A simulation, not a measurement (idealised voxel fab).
Process module in this document: voxel self aligned contacts
210 nm wide, 5 nm square cells: that's cross-section cut.
The cross-sections in this document take the form of a grid made of square cells. They are written out as bands, in order from top to bottom. Each band consists of one or more rows of cells.
Heights first: top, then bottom, in nm. Then materials, left to right, each with a width in nm. "throughout" on a single material: fills the band edge to edge. "blank": empty space.
Heights are expressed relative to 0, this being the level below which the as-received wafer comprises one material exclusively. The lowest band is unbounded in the downward direction and is denoted as in "z 0 and below".
So if you see something like "30 to 40" for the width, read it as the top row of the band sitting at the first number and the bottom row at the second, with every row in between moving by the same amount as the last.
Where the words "left unchanged" appear for a step, the cross-section shows no cell changed by that step; every cell remained as before.
Look at "Sealed voids" for the closed voids: empty spaces with no open path to the top, sized 8 cells or up. Each is width x height at distance, distance from the left edge, all nm.
Step line, after settings: the simulator's comment on this step.
Among the settings permitted on a step's line is "overlay nm"; applied to a step with a mask, it specifies the extent to which the mask lay to the right of its planned position, whereas a negative figure signifies a position to the left.

## Process steps - plan
1. RECEIVE [material Si]
2. CONFORMAL_DEP [material SiO2] [thk nm 5]
3. DIRECTIONAL_DEP [material polySi] [thk nm 30]
4. DIRECTIONAL_DEP [material SiN] [thk nm 20]
5. PATTERN [tone cover] [mask id GATE] [material resist] [width nm 30] [pitch nm 55] [thk nm 15] [overlay nm 0]
6. DIRECTIONAL_ETCH [etch materials SiN] [depth nm 20]
7. DIRECTIONAL_ETCH [etch materials polySi] [depth nm 30]
8. STRIP [etch materials resist]
9. CONFORMAL_DEP [material SiN] [thk nm 5]
10. DIRECTIONAL_ETCH [etch materials SiN] [depth nm 5]
11. FILL_DEP [material SiO2] [thk nm 15]
12. CMP [height nm 60]
13. MASKED_ETCH [tone open] [mask id CONTACT] [width nm 35] [pitch nm 55] [etch materials SiO2] [depth nm 60] [overlay nm 0]
14. CONFORMAL_DEP [material TiN] [thk nm 5]
15. FILL_DEP [material W] [thk nm 5]
16. CMP [height nm 60]
17. CONFORMAL_DEP [material SiCN] [thk nm 5]

## The first wafer of two, processed as planned

## As-received state of the wafer in cross-section, equivalent to post-step 1
* z 0 and below | Si throughout
* Sealed voids: none

## You're looking at a cross-section of the wafer after step 2
* z 5 to 0 | SiO2 throughout
* Anything lower than 0 is untouched.

## You're looking at a cross-section of the wafer after step 3
* z 35 to 5 | polySi throughout
* Anything lower than 5 is untouched.

## You're looking at a cross-section of the wafer after step 4
* z 55 to 35 | SiN throughout
* Anything lower than 35 is untouched.

## You're looking at a cross-section of the wafer after step 5
* z 70 to 55 | blank (35)  resist (30)  blank (25)  resist (30)  blank (25)  resist (30)  blank (35)
* Anything lower than 55 is untouched.

## You're looking at a cross-section of the wafer after step 6
* z 70 to 55 | blank (35)  resist (30)  blank (25)  resist (30)  blank (25)  resist (30)  blank (35)
* z 55 to 35 | blank (35)  SiN (30)  blank (25)  SiN (30)  blank (25)  SiN (30)  blank (35)
* Anything lower than 35 is untouched.

## You're looking at a cross-section of the wafer after step 7
* z 70 to 55 | blank (35)  resist (30)  blank (25)  resist (30)  blank (25)  resist (30)  blank (35)
* z 55 to 35 | blank (35)  SiN (30)  blank (25)  SiN (30)  blank (25)  SiN (30)  blank (35)
* z 35 to 5 | blank (35)  polySi (30)  blank (25)  polySi (30)  blank (25)  polySi (30)  blank (35)
* Anything lower than 5 is untouched.

## You're looking at a cross-section of the wafer after step 8
* z 55 to 35 | blank (35)  SiN (30)  blank (25)  SiN (30)  blank (25)  SiN (30)  blank (35)
* Anything lower than 35 is untouched.

## You're looking at a cross-section of the wafer after step 9
* z 60 to 35 | blank (30)  SiN (40)  blank (15)  SiN (40)  blank (15)  SiN (40)  blank (30)
* z 35 to 10 | blank (30)  SiN (5)  polySi (30)  SiN (5)  blank (15)  SiN (5)  polySi (30)  SiN (5)  blank (15)  SiN (5)  polySi (30)  SiN (5)  blank (30)
* z 10 to 5 | SiN (35)  polySi (30)  SiN (25)  polySi (30)  SiN (25)  polySi (30)  SiN (35)
* Anything lower than 5 is untouched.

## You're looking at a cross-section of the wafer after step 10
* z 55 to 35 | blank (30)  SiN (40)  blank (15)  SiN (40)  blank (15)  SiN (40)  blank (30)
* z 35 to 5 | blank (30)  SiN (5)  polySi (30)  SiN (5)  blank (15)  SiN (5)  polySi (30)  SiN (5)  blank (15)  SiN (5)  polySi (30)  SiN (5)  blank (30)
* Anything lower than 5 is untouched.

## You're looking at a cross-section of the wafer after step 11
* z 70 to 55 | SiO2 throughout
* z 55 to 35 | SiO2 (30)  SiN (40)  SiO2 (15)  SiN (40)  SiO2 (15)  SiN (40)  SiO2 (30)
* z 35 to 5 | SiO2 (30)  SiN (5)  polySi (30)  SiN (5)  SiO2 (15)  SiN (5)  polySi (30)  SiN (5)  SiO2 (15)  SiN (5)  polySi (30)  SiN (5)  SiO2 (30)
* Anything lower than 5 is untouched.

## You're looking at a cross-section of the wafer after step 12
* z 60 to 55 | SiO2 throughout
* Anything lower than 55 is untouched.

## You're looking at a cross-section of the wafer after step 13
* z 60 to 55 | SiO2 (60)  blank (35)  SiO2 (20)  blank (35)  SiO2 (60)
* z 55 to 35 | SiO2 (30)  SiN (40)  blank (15)  SiN (40)  blank (15)  SiN (40)  SiO2 (30)
* z 35 to 5 | SiO2 (30)  SiN (5)  polySi (30)  SiN (5)  blank (15)  SiN (5)  polySi (30)  SiN (5)  blank (15)  SiN (5)  polySi (30)  SiN (5)  SiO2 (30)
* z 5 to 0 | SiO2 (70)  blank (15)  SiO2 (40)  blank (15)  SiO2 (70)
* Anything lower than 0 is untouched.

## You're looking at a cross-section of the wafer after step 14
* z 65 to 60 | TiN (65)  blank (25)  TiN (30)  blank (25)  TiN (65)
* z 60 to 55 | SiO2 (60)  TiN (15)  blank (5)  TiN (15)  SiO2 (20)  TiN (15)  blank (5)  TiN (15)  SiO2 (60)
* z 55 to 35 | SiO2 (30)  SiN (40)  TiN (5)  blank (5)  TiN (5)  SiN (40)  TiN (5)  blank (5)  TiN (5)  SiN (40)  SiO2 (30)
* z 35 to 5 | SiO2 (30)  SiN (5)  polySi (30)  SiN (5)  TiN (5)  blank (5)  TiN (5)  SiN (5)  polySi (30)  SiN (5)  TiN (5)  blank (5)  TiN (5)  SiN (5)  polySi (30)  SiN (5)  SiO2 (30)
* z 5 to 0 | SiO2 (70)  TiN (15)  SiO2 (40)  TiN (15)  SiO2 (70)
* Anything lower than 0 is untouched.

## You're looking at a cross-section of the wafer after step 15
* z 70 to 65 | W throughout
* z 65 to 60 | TiN (65)  W (25)  TiN (30)  W (25)  TiN (65)
* z 60 to 55 | SiO2 (60)  TiN (15)  W (5)  TiN (15)  SiO2 (20)  TiN (15)  W (5)  TiN (15)  SiO2 (60)
* z 55 to 35 | SiO2 (30)  SiN (40)  TiN (5)  W (5)  TiN (5)  SiN (40)  TiN (5)  W (5)  TiN (5)  SiN (40)  SiO2 (30)
* z 35 to 5 | SiO2 (30)  SiN (5)  polySi (30)  SiN (5)  TiN (5)  W (5)  TiN (5)  SiN (5)  polySi (30)  SiN (5)  TiN (5)  W (5)  TiN (5)  SiN (5)  polySi (30)  SiN (5)  SiO2 (30)
* Anything lower than 5 is untouched.

## You're looking at a cross-section of the wafer after step 16
* z 60 to 55 | SiO2 (60)  TiN (15)  W (5)  TiN (15)  SiO2 (20)  TiN (15)  W (5)  TiN (15)  SiO2 (60)
* Anything lower than 55 is untouched.

## You're looking at a cross-section of the wafer after step 17
* z 65 to 60 | SiCN throughout
* Anything lower than 60 is untouched.

## Notes, second wafer: start = first wafer's, plan = first wafer's, execution had one mistake; history identical to first through step 6

## Second wafer shown in cross-section at the time step 7 was slated to end
* z 70 to 55 | blank (35)  resist (30)  blank (25)  resist (30)  blank (25)  resist (30)  blank (35)
* z 55 to 35 | blank (35)  SiN (30)  blank (25)  SiN (30)  blank (25)  SiN (30)  blank (35)
* z 35 to 15 | blank (35)  polySi (30)  blank (25)  polySi (30)  blank (25)  polySi (30)  blank (35)
* Anything lower than 15 is untouched.

## Second wafer shown in cross-section at the time step 8 was slated to end
* z 55 to 35 | blank (35)  SiN (30)  blank (25)  SiN (30)  blank (25)  SiN (30)  blank (35)
* Anything lower than 35 is untouched.

## Second wafer shown in cross-section at the time step 9 was slated to end
* z 60 to 35 | blank (30)  SiN (40)  blank (15)  SiN (40)  blank (15)  SiN (40)  blank (30)
* z 35 to 20 | blank (30)  SiN (5)  polySi (30)  SiN (5)  blank (15)  SiN (5)  polySi (30)  SiN (5)  blank (15)  SiN (5)  polySi (30)  SiN (5)  blank (30)
* z 20 to 15 | SiN (35)  polySi (30)  SiN (25)  polySi (30)  SiN (25)  polySi (30)  SiN (35)
* Anything lower than 15 is untouched.

## Second wafer shown in cross-section at the time step 10 was slated to end
* z 55 to 35 | blank (30)  SiN (40)  blank (15)  SiN (40)  blank (15)  SiN (40)  blank (30)
* z 35 to 15 | blank (30)  SiN (5)  polySi (30)  SiN (5)  blank (15)  SiN (5)  polySi (30)  SiN (5)  blank (15)  SiN (5)  polySi (30)  SiN (5)  blank (30)
* Anything lower than 15 is untouched.

## Second wafer shown in cross-section at the time step 11 was slated to end
* z 70 to 55 | SiO2 throughout
* z 55 to 35 | SiO2 (30)  SiN (40)  SiO2 (15)  SiN (40)  SiO2 (15)  SiN (40)  SiO2 (30)
* z 35 to 15 | SiO2 (30)  SiN (5)  polySi (30)  SiN (5)  SiO2 (15)  SiN (5)  polySi (30)  SiN (5)  SiO2 (15)  SiN (5)  polySi (30)  SiN (5)  SiO2 (30)
* Anything lower than 15 is untouched.

## Second wafer shown in cross-section at the time step 12 was slated to end
* z 60 to 55 | SiO2 throughout
* Anything lower than 55 is untouched.

## Second wafer shown in cross-section at the time step 13 was slated to end
* z 60 to 55 | SiO2 (60)  blank (35)  SiO2 (20)  blank (35)  SiO2 (60)
* z 55 to 35 | SiO2 (30)  SiN (40)  blank (15)  SiN (40)  blank (15)  SiN (40)  SiO2 (30)
* z 35 to 15 | SiO2 (30)  SiN (5)  polySi (30)  SiN (5)  blank (15)  SiN (5)  polySi (30)  SiN (5)  blank (15)  SiN (5)  polySi (30)  SiN (5)  SiO2 (30)
* Anything lower than 15 is untouched.

## Second wafer shown in cross-section at the time step 14 was slated to end
* z 65 to 60 | TiN (65)  blank (25)  TiN (30)  blank (25)  TiN (65)
* z 60 to 55 | SiO2 (60)  TiN (15)  blank (5)  TiN (15)  SiO2 (20)  TiN (15)  blank (5)  TiN (15)  SiO2 (60)
* z 55 to 35 | SiO2 (30)  SiN (40)  TiN (5)  blank (5)  TiN (5)  SiN (40)  TiN (5)  blank (5)  TiN (5)  SiN (40)  SiO2 (30)
* z 35 to 20 | SiO2 (30)  SiN (5)  polySi (30)  SiN (5)  TiN (5)  blank (5)  TiN (5)  SiN (5)  polySi (30)  SiN (5)  TiN (5)  blank (5)  TiN (5)  SiN (5)  polySi (30)  SiN (5)  SiO2 (30)
* z 20 to 15 | SiO2 (30)  SiN (5)  polySi (30)  SiN (5)  TiN (15)  SiN (5)  polySi (30)  SiN (5)  TiN (15)  SiN (5)  polySi (30)  SiN (5)  SiO2 (30)
* Anything lower than 15 is untouched.

## Second wafer shown in cross-section at the time step 15 was slated to end
* z 70 to 65 | W throughout
* z 65 to 60 | TiN (65)  W (25)  TiN (30)  W (25)  TiN (65)
* z 60 to 55 | SiO2 (60)  TiN (15)  W (5)  TiN (15)  SiO2 (20)  TiN (15)  W (5)  TiN (15)  SiO2 (60)
* z 55 to 35 | SiO2 (30)  SiN (40)  TiN (5)  W (5)  TiN (5)  SiN (40)  TiN (5)  W (5)  TiN (5)  SiN (40)  SiO2 (30)
* z 35 to 20 | SiO2 (30)  SiN (5)  polySi (30)  SiN (5)  TiN (5)  W (5)  TiN (5)  SiN (5)  polySi (30)  SiN (5)  TiN (5)  W (5)  TiN (5)  SiN (5)  polySi (30)  SiN (5)  SiO2 (30)
* Anything lower than 20 is untouched.

## Second wafer shown in cross-section at the time step 16 was slated to end
* z 60 to 55 | SiO2 (60)  TiN (15)  W (5)  TiN (15)  SiO2 (20)  TiN (15)  W (5)  TiN (15)  SiO2 (60)
* Anything lower than 55 is untouched.

## Second wafer shown in cross-section at the time step 17 was slated to end
* z 65 to 60 | SiCN throughout
* Anything lower than 60 is untouched.
Processing error: step 7 off recipe, ran as DIRECTIONAL_ETCH [etch materials polySi] [depth nm 20]
Final comparison by cell count, materials where the second wafer has more or fewer than the first: SiN: 12 fewer; SiO2: 18 fewer; TiN: 12 fewer; W: 6 fewer; polySi: 48 more
